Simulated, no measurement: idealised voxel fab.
process module | voxel fin reveal
cross-section cut | 160 nm wide | cells 5 nm
A cross-section is a grid of square cells, given in bands from the top down. A band is one or more rows of cells.
Each band's line starts with the height of the band's top and of its bottom, in nm. Then come its materials from left to right, each with its width in nm. One material with "throughout" fills the band from edge to edge. "air" is empty space.
Height 0 is the level under which the wafer as received is all one material. The lowest band goes on downwards, as in "0 down".
A width such as "30 to 40" changes by the same amount from each row of cells to the next, from the band's top row to its bottom row.
"no change" after a step means that no cell of the cross-section changed.
closed voids: empty space of 8 cells or more with no open way to the top, each as width x height at its distance from the left edge, in nm
after a step's settings: what the simulator itself notes on the step
overlay nm, on a step with a mask: how far to the right of its planned place the mask lay; to the left if negative
plan
1 op RECEIVE | material Si
2 op CONFORMAL_DEP | material SiN | thk nm 10
3 op PATTERN | tone cover | mask id FINS | material resist | width nm 15 | pitch nm 40 | thk nm 20 | overlay nm 0
4 op DIRECTIONAL_ETCH | etch materials SiN | depth nm 10
5 op DIRECTIONAL_ETCH | etch materials Si | depth nm 30
6 op STRIP | etch materials resist
7 op OXIDIZE | depth nm 5
8 op FILL_DEP | material SiO2 | thk nm 5
9 op CMP | height nm 10
10 op SELECTIVE_ETCH | etch materials SiO2 | depth nm 25
11 op STRIP | etch materials SiN
12 op CONFORMAL_DEP | material HfO2 | thk nm 5
as received, after step 1
  0 down: Si throughout
  closed voids: none
a wafer at the end: this start, this plan, one mistake
  5 to 0: HfO2 30 | air 15 | HfO2 25 | air 15 | HfO2 25 | air 15 | HfO2 35
  0 to -10: Si 25 | HfO2 5 | air 15 | HfO2 5 | Si 15 | HfO2 5 | air 15 | HfO2 5 | Si 15 | HfO2 5 | air 15 | HfO2 5 | Si 30
  -10 to -15: Si 25 | HfO2 25 | Si 15 | HfO2 25 | Si 15 | HfO2 25 | Si 30
  -15 to -35: Si 25 | SiO2 25 | Si 15 | SiO2 25 | Si 15 | SiO2 25 | Si 30
  -35 down: Si throughout
  closed voids: none
what went wrong: step 3 ran as: op PATTERN | tone open | mask id FINS | material resist | width nm 15 | pitch nm 40 | thk nm 20 | overlay nm 0
